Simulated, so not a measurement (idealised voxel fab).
process module | voxel fin reveal
cross-section cut | 155 nm wide | cells 5 nm
A cross-section is a grid of square cells, given in bands from the top down. A band is one or more rows of cells.
Each band's line starts with the height of the band's top and of its bottom, in nm. Then come its materials from left to right, each with its width in nm. One material with "throughout" fills the band from edge to edge. "air" is empty space.
Height 0 is the level under which the wafer as received is all one material. The lowest band goes on downwards, as in "0 down".
A width such as "30 to 40" changes by the same amount from each row of cells to the next, from the band's top row to its bottom row.
"no change" after a step means that no cell of the cross-section changed.
closed voids: empty space of 8 cells or more with no open way to the top, each as width x height at its distance from the left edge, in nm
after a step's settings: what the simulator itself notes on the step
overlay nm, on a step with a mask: how far to the right of its planned place the mask lay; to the left if negative
plan
1 op RECEIVE | material Si
2 op CONFORMAL_DEP | material SiN | thk nm 10
3 op DIRECTIONAL_DEP | material aC | thk nm 15
4 op PATTERN | tone cover | mask id FINS | material resist | width nm 15 | pitch nm 40 | thk nm 30 | overlay nm -15
5 op DIRECTIONAL_ETCH | etch materials aC | depth nm 15
6 op STRIP | etch materials resist
7 op DIRECTIONAL_ETCH | etch materials SiN | depth nm 10
8 op DIRECTIONAL_ETCH | etch materials Si | depth nm 30
9 op STRIP | etch materials aC
10 op FILL_DEP | material SiO2 | thk nm 15
11 op CMP | height nm 10
12 op SELECTIVE_ETCH | etch materials SiO2 | depth nm 30
13 op STRIP | etch materials SiN
14 op CONFORMAL_DEP | material HfO2 | thk nm 5
varied across the wafers: overlay nm of step 4. The plan shows the first wafer's value. All wafers start alike
first wafer as received, after step 1
  0 down: Si throughout
  closed voids: none
first wafer at the end, after step 14
  5 to 0: air 30 | HfO2 25 | air 15 | HfO2 25 | air 60
  0 to -15: air 30 | HfO2 5 | Si 15 | HfO2 5 | air 15 | HfO2 5 | Si 15 | HfO2 5 | air 60
  -15 to -20: HfO2 35 | Si 15 | HfO2 25 | Si 15 | HfO2 65
  -20 to -30: SiO2 35 | Si 15 | SiO2 25 | Si 15 | SiO2 65
  -30 down: Si throughout
  closed voids: none
last wafer at the end
  5 to 0: air 60 | HfO2 25 | air 15 | HfO2 25 | air 30
  0 to -15: air 60 | HfO2 5 | Si 15 | HfO2 5 | air 15 | HfO2 5 | Si 15 | HfO2 5 | air 30
  -15 to -20: HfO2 65 | Si 15 | HfO2 25 | Si 15 | HfO2 35
  -20 to -30: SiO2 65 | Si 15 | SiO2 25 | Si 15 | SiO2 35
  -30 down: Si throughout
  closed voids: none
each wafer at the end: cells of each material gained (+) or lost (-) since it was received, then its closed voids
overlay nm -15 | +47 HfO2 | -150 Si | +50 SiO2 | closed voids: none
overlay nm -10 | +47 HfO2 | -150 Si | +50 SiO2 | closed voids: none
overlay nm -5 | +47 HfO2 | -150 Si | +50 SiO2 | closed voids: none
overlay nm 0 | +47 HfO2 | -150 Si | +50 SiO2 | closed voids: none
overlay nm 5 | +47 HfO2 | -150 Si | +50 SiO2 | closed voids: none
overlay nm 10 | +47 HfO2 | -150 Si | +50 SiO2 | closed voids: none
overlay nm 15 | +47 HfO2 | -150 Si | +50 SiO2 | closed voids: none
